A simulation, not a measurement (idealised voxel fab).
Presented below is a process module, voxel tone inversion.
Shown is cross-section cut, with a width of 180 nm and square cells of size 5 nm.
Cross-section, as written here: a square-cell grid given band by band from the top down, where a band holds one or more rows of cells.
This entry defines a band. It first specifies the height of the band's top and the height of its bottom in nm, and then specifies the band's materials from left to right, stating each material with its width in nm. The word "all across" identifies a single material that fills the band from edge to edge, while the word "air" identifies empty space.
The reference from which all heights are counted is 0, the level beneath which the as-received wafer is entirely one material; the lowest band, having no lower bound, proceeds downward and is written after the example "0 down".
Read "30->40" as a graded width: first number on top, second number at the bottom, same change between each pair of neighbouring rows.
"all unchanged" after a step means that no cell of the cross-section changed.
Entry "Closed internal cavities" = empty spaces >= 8 cells with no open way to the top; each as width x height at distance, distance from left edge, all nm.
Where a step's line continues beyond its settings, the continuation is a remark by the simulator itself on that step.
Steps that use a mask can have "overlay nm" on their line. It says how far the mask sat to the right of where it was meant to be. Negative means to the left.
Here's what the planned process steps look like
1. RECEIVE [material Si]
2. CONFORMAL_DEP [material SiN] [thk nm 5]
3. DIRECTIONAL_DEP [material aC] [thk nm 15]
4. PATTERN [tone cover] [mask id POSTS] [material resist] [width nm 15] [pitch nm 40] [thk nm 20] [overlay nm -15]
5. DIRECTIONAL_ETCH [etch materials aC] [depth nm 15]
6. STRIP [etch materials resist]
7. FILL_DEP [material SiO2] [thk nm 5]
8. CMP [height nm 20]
9. STRIP [etch materials aC]
The value of overlay nm given for step 4 in the plan refers to the first wafer; the wafers vary in this setting and are alike at the start.
Cross-section: the first of several wafers in its as-received state, i.e. following step 1
- 0 down = Si all across
- Closed internal cavities: none
Note: the following table is arranged by wafer, a row apiece. Each row reports the end-of-module state: per material, cells gained (+) or cells lost (-) compared with the wafer as received; closed voids follow
overlay nm -15, +36 SiN, +81 SiO2, Closed internal cavities: none
overlay nm -10, +36 SiN, +81 SiO2, Closed internal cavities: none
overlay nm -5, +36 SiN, +81 SiO2, Closed internal cavities: none
overlay nm 0, +36 SiN, +81 SiO2, Closed internal cavities: none
overlay nm 5, +36 SiN, +81 SiO2, Closed internal cavities: none
overlay nm 10, +36 SiN, +81 SiO2, Closed internal cavities: none
overlay nm 15, +36 SiN, +81 SiO2, Closed internal cavities: none
